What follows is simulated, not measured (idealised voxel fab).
process module | voxel capacitor over wiring
cross-section cut | 220 nm wide | cells 5 nm
A cross-section is a grid of square cells, given in bands from the top down. A band is one or more rows of cells.
Each band's line starts with the height of the band's top and of its bottom, in nm. Then come its materials from left to right, each with its width in nm. One material with "throughout" fills the band from edge to edge. "air" is empty space.
Height 0 is the level under which the wafer as received is all one material. The lowest band goes on downwards, as in "0 down".
A width such as "30 to 40" changes by the same amount from each row of cells to the next, from the band's top row to its bottom row.
"no change" after a step means that no cell of the cross-section changed.
closed voids: empty space of 8 cells or more with no open way to the top, each as width x height at its distance from the left edge, in nm
after a step's settings: what the simulator itself notes on the step
overlay nm, on a step with a mask: how far to the right of its planned place the mask lay; to the left if negative
plan
1 op RECEIVE | material Si
2 op CONFORMAL_DEP | material SiO2 | thk nm 15
3 op DIRECTIONAL_DEP | material TiN | thk nm 5
4 op DIRECTIONAL_DEP | material Ru | thk nm 15
5 op DIRECTIONAL_DEP | material aC | thk nm 10
6 op PATTERN | tone cover | mask id METAL_1 | material resist | width nm 25 | pitch nm 85 | thk nm 30 | overlay nm 0
7 op DIRECTIONAL_ETCH | etch materials aC | depth nm 10
8 op STRIP | etch materials resist
9 op DIRECTIONAL_ETCH | etch materials Ru | depth nm 15
10 op DIRECTIONAL_ETCH | etch materials TiN | depth nm 5
11 op STRIP | etch materials aC
12 op CONFORMAL_DEP | material SiN | thk nm 5
13 op FILL_DEP | material SiO2 | thk nm 5
14 op CMP | height nm 35
15 op CONFORMAL_DEP | material SiCN | thk nm 5
16 op DIRECTIONAL_DEP | material lowk | thk nm 20
17 op PATTERN | tone open | mask id PLUG_1 | material resist | width nm 15 | thk nm 15 | overlay nm 0
18 op DIRECTIONAL_ETCH | etch materials lowk | depth nm 20
19 op DIRECTIONAL_ETCH | etch materials SiCN | depth nm 5
20 op STRIP | etch materials resist
21 op EPI | material Ru | thk nm 10
22 op EPI | material Ru | thk nm 10
23 op EPI | material Ru | thk nm 5
24 op DIRECTIONAL_DEP | material TiN | thk nm 10
25 op DIRECTIONAL_DEP | material Al2O3 | thk nm 5
26 op DIRECTIONAL_DEP | material TiN | thk nm 5
27 op MASKED_ETCH | tone cover | mask id UPPER_PLATE | width nm 65 | etch materials TiN | depth nm 5 | overlay nm 0
28 op MASKED_ETCH | tone cover | mask id UPPER_PLATE | width nm 65 | etch materials Al2O3 | depth nm 5 | overlay nm 0
29 op PATTERN | tone cover | mask id LOWER_PLATE | material resist | width nm 75 | thk nm 20 | overlay nm 0
30 op DIRECTIONAL_ETCH | etch materials TiN | depth nm 10
31 op STRIP | etch materials resist
32 op FILL_DEP | material SiO2 | thk nm 15
33 op CMP | height nm 90
34 op DIRECTIONAL_DEP | material aC | thk nm 10
35 op PATTERN | tone open | mask id PLUG_2 | material resist | width nm 15 | thk nm 30 | overlay nm 0
36 op DIRECTIONAL_ETCH | etch materials aC | depth nm 10
37 op STRIP | etch materials resist
38 op DIRECTIONAL_ETCH | etch materials SiO2 | depth nm 10
39 op STRIP | etch materials aC
40 op CONFORMAL_DEP | material TiN | thk nm 5
41 op FILL_DEP | material W | thk nm 5
42 op CMP | height nm 90
43 op CONFORMAL_DEP | material SiCN | thk nm 5
as received, after step 1
  0 down: Si throughout
  closed voids: none
first wafer at the end, as planned
  95 to 90: SiCN throughout
  90 to 85: SiO2 75 | TiN 5 | W 5 | TiN 5 | SiO2 130
  85 to 75: SiO2 75 to 65 | TiN 15 to 65 | SiO2 130 to 90
  75 to 70: SiO2 65 | Al2O3 65 | SiO2 90
  70 to 60: SiO2 60 | TiN 75 | SiO2 85
  60 to 40: lowk 65 | Ru 15 | lowk 140
  40 to 35: SiCN 65 | Ru 15 | SiCN 140
  35 to 20: SiO2 50 | SiN 5 | Ru 25 | SiN 5 | SiO2 50 | SiN 5 | Ru 25 | SiN 5 | SiO2 50
  20 to 15: SiN 55 | TiN 25 | SiN 60 | TiN 25 | SiN 55
  15 to 0: SiO2 throughout
  0 down: Si throughout
  closed voids: none
second wafer at the end: like start, like plan, one mistake
  95 to 90: SiCN throughout
  90 to 85: SiO2 75 | TiN 5 | W 5 | TiN 5 | SiO2 130
  85 to 80: SiO2 75 | TiN 15 | SiO2 130
  80 to 75: SiO2 65 | TiN 15 | SiO2 35 | TiN 15 | SiO2 90
  75 to 70: SiO2 65 | Al2O3 15 | SiO2 35 | Al2O3 15 | SiO2 90
  70 to 60: SiO2 60 | TiN 20 | SiO2 35 | TiN 20 | SiO2 85
  60 to 55: SiO2 30 | Ru 35 | lowk 15 | SiO2 35 | Ru 75 | SiO2 30
  55 to 50: SiO2 30 | Ru 35 | lowk 15 | TiN 35 | Ru 75 | SiO2 30
  50 to 45: SiO2 30 | Ru 35 | lowk 15 | Al2O3 35 | Ru 75 | SiO2 30
  45 to 40: SiO2 30 | Ru 35 | lowk 15 | TiN 35 | Ru 75 | SiO2 30
  40 to 35: SiO2 30 | Ru 35 | SiCN 15 | TiN 35 | Ru 75 | SiO2 30
  35 to 20: SiO2 50 | SiN 5 | Ru 25 | SiN 5 | SiO2 50 | SiN 5 | Ru 25 | SiN 5 | SiO2 50
  20 to 15: SiN 55 | TiN 25 | SiN 60 | TiN 25 | SiN 55
  15 to 0: SiO2 throughout
  0 down: Si throughout
  closed voids: none
what went wrong: step 17 ran as: op PATTERN | tone cover | mask id PLUG_1 | material resist | width nm 15 | thk nm 15 | overlay nm 0
at the end the second wafer has, in cells: 95 more of Ru | 38 fewer of SiCN | 95 more of SiO2 | 152 fewer of lowk
